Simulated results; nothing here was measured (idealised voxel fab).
process module | voxel self aligned vias
cross-section cut | 275 nm wide | cells 5 nm
A cross-section is a grid of square cells, given in bands from the top down. A band is one or more rows of cells.
Each band's line starts with the height of the band's top and of its bottom, in nm. Then come its materials from left to right, each with its width in nm. One material with "throughout" fills the band from edge to edge. "air" is empty space.
Height 0 is the level under which the wafer as received is all one material. The lowest band goes on downwards, as in "0 down".
A width such as "30 to 40" changes by the same amount from each row of cells to the next, from the band's top row to its bottom row.
"no change" after a step means that no cell of the cross-section changed.
closed voids: empty space of 8 cells or more with no open way to the top, each as width x height at its distance from the left edge, in nm
after a step's settings: what the simulator itself notes on the step
overlay nm, on a step with a mask: how far to the right of its planned place the mask lay; to the left if negative
plan
1 op RECEIVE | material Si
2 op CONFORMAL_DEP | material SiO2 | thk nm 15
3 op CONFORMAL_DEP | material SiCN | thk nm 5
4 op DIRECTIONAL_DEP | material lowk | thk nm 20
5 op PATTERN | tone open | mask id LINES | material resist | width nm 25 | pitch nm 60 | thk nm 15 | overlay nm 0
6 op DIRECTIONAL_ETCH | etch materials lowk | depth nm 20
7 op STRIP | etch materials resist
8 op CONFORMAL_DEP | material TiN | thk nm 5
9 op FILL_DEP | material Ru | thk nm 5
10 op CMP | height nm 40
11 op SELECTIVE_ETCH | etch materials W Ru TiN | depth nm 10
12 op FILL_DEP | material SiN | thk nm 5
13 op CMP | height nm 40
14 op DIRECTIONAL_DEP | material lowk | thk nm 15
15 op PATTERN | tone open | mask id VIAS | material resist | width nm 35 | pitch nm 60 | thk nm 15 | overlay nm 0
16 op DIRECTIONAL_ETCH | etch materials lowk | depth nm 15
17 op DIRECTIONAL_ETCH | etch materials SiN | depth nm 10
18 op STRIP | etch materials resist
19 op CONFORMAL_DEP | material TiN | thk nm 5
20 op FILL_DEP | material Cu | thk nm 10
21 op CMP | height nm 55
22 op CONFORMAL_DEP | material SiCN | thk nm 5
as received, after step 1
  0 down: Si throughout
  closed voids: none
a wafer at the end: this start, this plan, one mistake
  60 to 55: SiCN throughout
  55 to 45: lowk 90 | TiN 5 | Cu 25 | TiN 5 | lowk 25 | TiN 5 | Cu 25 | TiN 5 | lowk 90
  45 to 35: lowk 90 to 95 | TiN 10 to 5 | Cu 20 | TiN 5 | lowk 25 to 30 | TiN 10 to 5 | Cu 20 | TiN 5 | lowk 90
  35 to 30: lowk 95 | TiN 30 | lowk 30 | TiN 30 | lowk 90
  30 to 25: lowk 95 | TiN 5 | Ru 20 | TiN 5 | lowk 30 | TiN 5 | Ru 20 | TiN 5 | lowk 90
  25 to 20: lowk 95 | TiN 30 | lowk 30 | TiN 30 | lowk 90
  20 to 15: SiCN throughout
  15 to 0: SiO2 throughout
  0 down: Si throughout
  closed voids: none
what went wrong: step 5 ran as: op PATTERN | tone open | mask id LINES | material resist | width nm 30 | pitch nm 60 | thk nm 15 | overlay nm 0
